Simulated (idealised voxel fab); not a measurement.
The process module that follows is named voxel capacitor over wiring.
Cross-section cut: width 290 nm, square cells of 5 nm.
In what follows, cross-sections appear as grids of square cells, described through bands that run from the top down, where every band is one or more rows of cells.
Read a band's entry like this: the first values are the height of its top and the height of its bottom in nm, and what follows is the sequence of materials from left to right, each with its width in nm. Note that "blank" is empty space, and that a single material marked "full width" reaches across the band from edge to edge.
Height 0 is the level under which the wafer as received is all one material. The lowest band goes on downwards, as in "0..down".
The width entry "30 to 40" should be interpreted row by row: the top row of cells in the band takes the first number, the bottom row takes the second number, and the change between adjacent rows is uniform throughout.
"no modification", as given for a step, is the statement that not any cell of the cross-section underwent a change during that step.
Reported under the label "closed voids" are the empty spaces having no open way to the top and comprising 8 cells or more; the notation for each is width x height at distance, in which the distance is measured from the left edge and all three values are in nm.
Anything after a step's settings on that line? It's the simulator's own note about the step.
A step's line can hold "overlay nm"; with a mask on that step, the setting says how far right of the planned place the mask lay, while a negative setting says it lay to the left.
Steps in the process plan
step 1: RECEIVE: material Si
step 2: CONFORMAL_DEP: material SiO2, thk nm 15
step 3: CONFORMAL_DEP: material SiN, thk nm 5
step 4: DIRECTIONAL_DEP: material SiO2, thk nm 25
step 5: PATTERN: tone open, mask id METAL_1, material resist, width nm 30, pitch nm 100, thk nm 20, overlay nm 0
step 6: DIRECTIONAL_ETCH: etch materials SiO2, depth nm 25
step 7: DIRECTIONAL_ETCH: etch materials SiN, depth nm 5
step 8: STRIP: etch materials resist
step 9: CONFORMAL_DEP: material TiN, thk nm 5
step 10: FILL_DEP: material Cu, thk nm 10
step 11: CMP: height nm 45
step 12: CONFORMAL_DEP: material SiCN, thk nm 5
step 13: DIRECTIONAL_DEP: material SiO2, thk nm 15
step 14: MASKED_ETCH: tone open, mask id PLUG_1, width nm 15, etch materials SiO2, depth nm 15, overlay nm 0
step 15: MASKED_ETCH: tone open, mask id PLUG_1, width nm 15, etch materials SiCN, depth nm 5, overlay nm -15
step 16: CONFORMAL_DEP: material TiN, thk nm 5
step 17: FILL_DEP: material Cu, thk nm 10
step 18: CMP: height nm 65
step 19: DIRECTIONAL_DEP: material TiN, thk nm 10
step 20: DIRECTIONAL_DEP: material Al2O3, thk nm 5
step 21: DIRECTIONAL_DEP: material TiN, thk nm 10
step 22: MASKED_ETCH: tone cover, mask id UPPER_PLATE, width nm 75, etch materials TiN, depth nm 10, overlay nm 0
step 23: MASKED_ETCH: tone cover, mask id UPPER_PLATE, width nm 75, etch materials Al2O3, depth nm 5, overlay nm 0
step 24: MASKED_ETCH: tone cover, mask id LOWER_PLATE, width nm 85, etch materials TiN, depth nm 10, overlay nm 0
step 25: FILL_DEP: material SiO2, thk nm 20
step 26: CMP: height nm 105
step 27: PATTERN: tone open, mask id PLUG_2, material resist, width nm 15, thk nm 20, overlay nm 0
step 28: DIRECTIONAL_ETCH: etch materials SiO2, depth nm 15
step 29: STRIP: etch materials resist
step 30: CONFORMAL_DEP: material TiN, thk nm 5
step 31: FILL_DEP: material W, thk nm 5
step 32: CMP: height nm 105
step 33: CONFORMAL_DEP: material SiCN, thk nm 5
The overlay nm used in step 15 is not the same on every wafer, whereas the starting condition is; the value printed in the plan is the first wafer's.
As-received state after step 1, first of several wafers, cross-section
* 0..down  Si full width
* closed voids: none
Take any row and you have a wafer at the end of the module: how many cells of each material it has gained (+) or lost (-) since it was received, and then its closed voids
overlay nm -15 | +15 Al2O3 | +42 Cu | +116 SiCN | +46 SiN | +945 SiO2 | +110 TiN | +2 W | closed voids: none
overlay nm -10 | +15 Al2O3 | +42 Cu | +115 SiCN | +46 SiN | +945 SiO2 | +111 TiN | +2 W | closed voids: none
overlay nm -5 | +15 Al2O3 | +42 Cu | +114 SiCN | +46 SiN | +945 SiO2 | +112 TiN | +2 W | closed voids: none
overlay nm 0 | +15 Al2O3 | +43 Cu | +113 SiCN | +46 SiN | +945 SiO2 | +112 TiN | +2 W | closed voids: none
overlay nm 5 | +15 Al2O3 | +42 Cu | +114 SiCN | +46 SiN | +945 SiO2 | +112 TiN | +2 W | closed voids: none
overlay nm 10 | +15 Al2O3 | +42 Cu | +115 SiCN | +46 SiN | +945 SiO2 | +111 TiN | +2 W | closed voids: none
overlay nm 15 | +15 Al2O3 | +42 Cu | +116 SiCN | +46 SiN | +945 SiO2 | +110 TiN | +2 W | closed voids: none
